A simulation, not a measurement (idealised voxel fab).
This section sets out a process module, namely voxel released beams.
Section shown: cut. Width: 235 nm. Cell size: 5 nm, square.
Reading order for cross-sections: top band down to bottom band. Underlying form: a grid of square cells. Band size: one or more rows of cells. A band entry consists of two parts. The first gives the height of the band's top and the height of its bottom, in nm. The rest lists the band's materials from left to right, each with its width in nm. A single material labelled with the word "edge to edge" fills the band from edge to edge, and the word "air" marks empty space. Height reference: 0 = level under which incoming wafer is all one material. Lowest band: no bottom, runs on downward, e.g. "0 nm and below". The notation "30 to 40" denotes a width that varies across the rows of cells in the band, beginning at the first number in the top row, finishing at the second number in the bottom row, and changing by an identical amount from each row to the next. Any step labelled "same as before" changed none of the cells in the cross-section. Enclosed voids (no open way to top), threshold 8 cells or more, entry "Closed cavities", notation width x height at distance, distance from left edge, nm. On each step's line, the part that comes after the settings is the simulator's own comment on the step. Among the settings permitted on a step's line is "overlay nm"; applied to a step with a mask, it specifies the extent to which the mask lay to the right of its planned position, whereas a negative figure signifies a position to the left.

Steps planned for the process
1,RECEIVE with material Si
2,CONFORMAL_DEP with material Al2O3, thk nm 10
3,DIRECTIONAL_DEP with material SiO2, thk nm 15
4,MASKED_ETCH with tone open, mask id ANCHOR, width nm 30, etch materials SiO2, depth nm 15, overlay nm 0
5,CONFORMAL_DEP with material polySi, thk nm 10
6,MASKED_ETCH with tone cover, mask id BEAM, width nm 100, etch materials polySi, depth nm 10, overlay nm 0
7,STRIP with etch materials SiO2

Delivered wafer in cross-section: state after step 1
0 nm and below | Si edge to edge
Closed cavities: none

Cross-sectional view of the first of the two wafers upon completion of the module, processed in accordance with the plan
35 nm to 25 nm | 65 of air, then 15 of polySi, then 10 of air, then 75 of polySi, then 70 of air
25 nm to 20 nm | 70 of air, then 10 of polySi, then 10 of air, then 10 of polySi, then 135 of air
20 nm to 10 nm | 70 of air, then 30 of polySi, then 135 of air
10 nm to 0 nm | Al2O3 edge to edge
0 nm and below | Si edge to edge
Closed cavities: none

Cross-sectional image of the second wafer of the two following completion of the module. Starting state and process plan were the same as for the first wafer; one execution error occurred
40 nm to 30 nm | 65 of air, then 100 of polySi, then 70 of air
30 nm to 25 nm | polySi edge to edge
25 nm to 10 nm | 70 of SiO2, then 30 of polySi, then 135 of SiO2
10 nm to 0 nm | Al2O3 edge to edge
0 nm and below | Si edge to edge
Closed cavities: none
The plan and the run diverged here: step 5 did not use the planned setting and instead ran as CONFORMAL_DEP with material polySi, thk nm 15
Once processing is complete, comparing cell counts shows that the second wafer has more or fewer of certain materials than the first: +123 SiO2; +53 polySi
